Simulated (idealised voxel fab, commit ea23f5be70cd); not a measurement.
Process module name: voxel self aligned vias
cross-section cut | 245 nm wide | cells 5 nm
Cross-section spec: square-cell grid; bands listed top down; each band is one or more rows.
Band: top height; bottom height; in nm. Then, left to right: material with width in nm, for each material. "edge to edge": a single material spanning edge to edge. "air": empty space.
All heights in this document are referenced to 0, defined as the level beneath which the wafer, as received, consists entirely of one material. The lowest band is not bounded below; it extends indefinitely downward and is written in the form "from 0 down".
With a width like "30..40", each row of cells in the band differs from the next by the same amount, the top row carrying the first number and the bottom row the second.
Any step labelled "stayed the same" changed none of the cells in the cross-section.
Heads up: "Tabulated closed voids" only lists the empty pockets with no open path to the top that are 8 cells or more, and it writes them as width x height at distance, distance from the left edge, in nm.
The remark found on a step's line after its settings is issued by the simulator itself and pertains to that step.
overlay nm: for a step with a mask, the amount by which the mask lay right of where it was planned; a negative amount means left of it.
# This section lists the process steps that were planned
1. RECEIVE [material Si]
2. CONFORMAL_DEP [material SiO2] [thk nm 15]
3. CONFORMAL_DEP [material SiCN] [thk nm 5]
4. DIRECTIONAL_DEP [material SiO2] [thk nm 25]
5. MASKED_ETCH [tone open] [mask id LINES] [width nm 25] [pitch nm 65] [etch materials SiO2] [depth nm 25] [overlay nm 0]
6. CONFORMAL_DEP [material TiN] [thk nm 5]
7. FILL_DEP [material Ru] [thk nm 5]
8. CMP [height nm 45]
9. SELECTIVE_ETCH [etch materials W Ru TiN] [depth nm 5]
10. FILL_DEP [material SiN] [thk nm 5]
11. CMP [height nm 45]
12. DIRECTIONAL_DEP [material SiO2] [thk nm 15]
13. DIRECTIONAL_DEP [material aC] [thk nm 10]
14. PATTERN [tone open] [mask id VIAS] [material resist] [width nm 45] [pitch nm 130] [thk nm 25] [overlay nm 0]
15. DIRECTIONAL_ETCH [etch materials aC] [depth nm 10]
16. STRIP [etch materials resist]
17. DIRECTIONAL_ETCH [etch materials SiO2] [depth nm 15]
18. DIRECTIONAL_ETCH [etch materials SiN] [depth nm 5]
19. STRIP [etch materials aC]
20. CONFORMAL_DEP [material TiN] [thk nm 5]
21. FILL_DEP [material Ru] [thk nm 10]
22. CMP [height nm 60]
23. CONFORMAL_DEP [material SiN] [thk nm 5]
# Delivered wafer in cross-section: state after step 1
	from 0 down: Si edge to edge
	Tabulated closed voids: none
# Here's the cross-section of the first of our two wafers at the end of the module - it ran as planned
	from 65 to 60: SiN edge to edge
	from 60 to 50: SiO2=35; TiN=5; Ru=35; TiN=5; SiO2=85; TiN=5; Ru=35; TiN=5; SiO2=35
	from 50 to 45: SiO2=35; TiN=15; Ru=15; TiN=15; SiO2=85; TiN=15; Ru=15; TiN=15; SiO2=35
	from 45 to 40: SiO2=45; TiN=25; SiO2=40; SiN=25; SiO2=40; TiN=25; SiO2=45
	from 40 to 25: SiO2=45; TiN=5; Ru=15; TiN=5; SiO2=40; TiN=5; Ru=15; TiN=5; SiO2=40; TiN=5; Ru=15; TiN=5; SiO2=45
	from 25 to 20: SiO2=45; TiN=25; SiO2=40; TiN=25; SiO2=40; TiN=25; SiO2=45
	from 20 to 15: SiCN edge to edge
	from 15 to 0: SiO2 edge to edge
	from 0 down: Si edge to edge
	Tabulated closed voids: none
# Here's the second of our two wafers sectioned at module end. Same start as the first, same plan, but one mistake got made running it
	from 65 to 60: SiN edge to edge
	from 60 to 50: SiO2=35; TiN=5; Ru=35; TiN=5; SiO2=85; TiN=5; Ru=35; TiN=5; SiO2=35
	from 50 to 45: SiO2=35; TiN=25; Ru=15; TiN=5; SiO2=85; TiN=25; Ru=15; TiN=5; SiO2=35
	from 45 to 40: SiO2=55; TiN=25; SiO2=40; SiN=25; SiO2=40; TiN=25; SiO2=35
	from 40 to 25: SiO2=55; TiN=5; Ru=15; TiN=5; SiO2=40; TiN=5; Ru=15; TiN=5; SiO2=40; TiN=5; Ru=15; TiN=5; SiO2=35
	from 25 to 20: SiO2=55; TiN=25; SiO2=40; TiN=25; SiO2=40; TiN=25; SiO2=35
	from 20 to 15: SiCN edge to edge
	from 15 to 0: SiO2 edge to edge
	from 0 down: Si edge to edge
	Tabulated closed voids: none
Plan not followed: step 5 was processed under conditions differing from the plan, specifically as MASKED_ETCH [tone open] [mask id LINES] [width nm 25] [pitch nm 65] [etch materials SiO2] [depth nm 25] [overlay nm 10]
Upon completion, the cell count for each material on the second wafer equals that on the first, whereas the spatial distribution of those cells differs.
